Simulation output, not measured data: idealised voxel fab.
process module | voxel spacer lines
cross-section cut | 245 nm wide | cells 5 nm
A cross-section is a grid of square cells, given in bands from the top down. A band is one or more rows of cells.
Each band's line starts with the height of the band's top and of its bottom, in nm. Then come its materials from left to right, each with its width in nm. One material with "throughout" fills the band from edge to edge. "air" is empty space.
Height 0 is the level under which the wafer as received is all one material. The lowest band goes on downwards, as in "0 down".
A width such as "30 to 40" changes by the same amount from each row of cells to the next, from the band's top row to its bottom row.
"no change" after a step means that no cell of the cross-section changed.
closed voids: empty space of 8 cells or more with no open way to the top, each as width x height at its distance from the left edge, in nm
after a step's settings: what the simulator itself notes on the step
overlay nm, on a step with a mask: how far to the right of its planned place the mask lay; to the left if negative
plan
1 op RECEIVE | material Si
2 op CONFORMAL_DEP | material Al2O3 | thk nm 5
3 op DIRECTIONAL_DEP | material W | thk nm 20
4 op DIRECTIONAL_DEP | material aC | thk nm 25
5 op PATTERN | tone cover | mask id MANDREL | material resist | width nm 25 | pitch nm 70 | thk nm 30 | overlay nm 0
6 op DIRECTIONAL_ETCH | etch materials aC | depth nm 25
7 op STRIP | etch materials resist
8 op CONFORMAL_DEP | material SiO2 | thk nm 10
9 op DIRECTIONAL_ETCH | etch materials SiO2 | depth nm 10
10 op STRIP | etch materials aC
11 op DIRECTIONAL_ETCH | etch materials W | depth nm 20
12 op STRIP | etch materials SiO2
as received, after step 1
  0 down: Si throughout
  closed voids: none
first wafer at the end, as planned
  25 to 5: air 65 | W 10 | air 25 | W 10 | air 25 | W 10 | air 25 | W 10 | air 65
  5 to 0: Al2O3 throughout
  0 down: Si throughout
  closed voids: none
second wafer at the end: like start, like plan, one mistake
  25 to 5: air 65 | W 10 | air 30 | W 10 | air 20 | W 10 | air 30 | W 10 | air 60
  5 to 0: Al2O3 throughout
  0 down: Si throughout
  closed voids: none
what went wrong: step 5 ran as: op PATTERN | tone cover | mask id MANDREL | material resist | width nm 30 | pitch nm 70 | thk nm 30 | overlay nm 0
at the end the second wafer has, in cells: as many of each material as the first, in other places
